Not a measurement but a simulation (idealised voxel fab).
process module | voxel self aligned vias
cross-section cut | 295 nm wide | cells 5 nm
A cross-section is a grid of square cells, given in bands from the top down. A band is one or more rows of cells.
Each band's line starts with the height of the band's top and of its bottom, in nm. Then come its materials from left to right, each with its width in nm. One material with "throughout" fills the band from edge to edge. "air" is empty space.
Height 0 is the level under which the wafer as received is all one material. The lowest band goes on downwards, as in "0 down".
A width such as "30 to 40" changes by the same amount from each row of cells to the next, from the band's top row to its bottom row.
"no change" after a step means that no cell of the cross-section changed.
closed voids: empty space of 8 cells or more with no open way to the top, each as width x height at its distance from the left edge, in nm
after a step's settings: what the simulator itself notes on the step
overlay nm, on a step with a mask: how far to the right of its planned place the mask lay; to the left if negative
plan
1 op RECEIVE | material Si
2 op CONFORMAL_DEP | material SiO2 | thk nm 10
3 op CONFORMAL_DEP | material SiCN | thk nm 5
4 op DIRECTIONAL_DEP | material lowk | thk nm 25
5 op DIRECTIONAL_DEP | material aC | thk nm 10
6 op PATTERN | tone open | mask id LINES | material resist | width nm 25 | pitch nm 50 | thk nm 30 | overlay nm 0
7 op DIRECTIONAL_ETCH | etch materials aC | depth nm 10
8 op STRIP | etch materials resist
9 op DIRECTIONAL_ETCH | etch materials lowk | depth nm 25
10 op STRIP | etch materials aC
11 op CONFORMAL_DEP | material TiN | thk nm 5
12 op FILL_DEP | material Ru | thk nm 5
13 op CMP | height nm 40
14 op SELECTIVE_ETCH | etch materials W Ru TiN | depth nm 5
15 op FILL_DEP | material SiN | thk nm 10
16 op CMP | height nm 40
17 op DIRECTIONAL_DEP | material lowk | thk nm 15
18 op PATTERN | tone open | mask id VIAS | material resist | width nm 35 | thk nm 15 | overlay nm 0
19 op DIRECTIONAL_ETCH | etch materials lowk | depth nm 15
20 op DIRECTIONAL_ETCH | etch materials SiN | depth nm 5
21 op STRIP | etch materials resist
22 op CONFORMAL_DEP | material TiN | thk nm 5
23 op FILL_DEP | material Cu | thk nm 10
24 op CMP | height nm 55
25 op CONFORMAL_DEP | material SiCN | thk nm 5
as received, after step 1
  0 down: Si throughout
  closed voids: none
first wafer at the end, as planned
  60 to 55: SiCN throughout
  55 to 45: lowk 105 | TiN 5 | Cu 25 | TiN 5 | lowk 155
  45 to 40: lowk 105 | TiN 10 | Cu 15 | TiN 10 | lowk 155
  40 to 35: lowk 110 | TiN 25 | lowk 25 | SiN 25 | lowk 110
  35 to 20: lowk 110 | TiN 5 | Ru 15 | TiN 5 | lowk 25 | TiN 5 | Ru 15 | TiN 5 | lowk 110
  20 to 15: lowk 110 | TiN 25 | lowk 25 | TiN 25 | lowk 110
  15 to 10: SiCN throughout
  10 to 0: SiO2 throughout
  0 down: Si throughout
  closed voids: none
second wafer at the end: like start, like plan, one mistake
  75 to 70: SiCN throughout
  70 to 60: Cu throughout
  60 to 55: TiN 110 | Cu 25 | TiN 160
  55 to 45: lowk 105 | TiN 5 | Cu 25 | TiN 5 | lowk 155
  45 to 40: lowk 105 | TiN 10 | Cu 15 | TiN 10 | lowk 155
  40 to 35: lowk 110 | TiN 25 | lowk 25 | SiN 25 | lowk 110
  35 to 20: lowk 110 | TiN 5 | Ru 15 | TiN 5 | lowk 25 | TiN 5 | Ru 15 | TiN 5 | lowk 110
  20 to 15: lowk 110 | TiN 25 | lowk 25 | TiN 25 | lowk 110
  15 to 10: SiCN throughout
  10 to 0: SiO2 throughout
  0 down: Si throughout
  closed voids: none
what went wrong: step 24 was left out
at the end the second wafer has, in cells: 123 more of Cu | 54 more of TiN
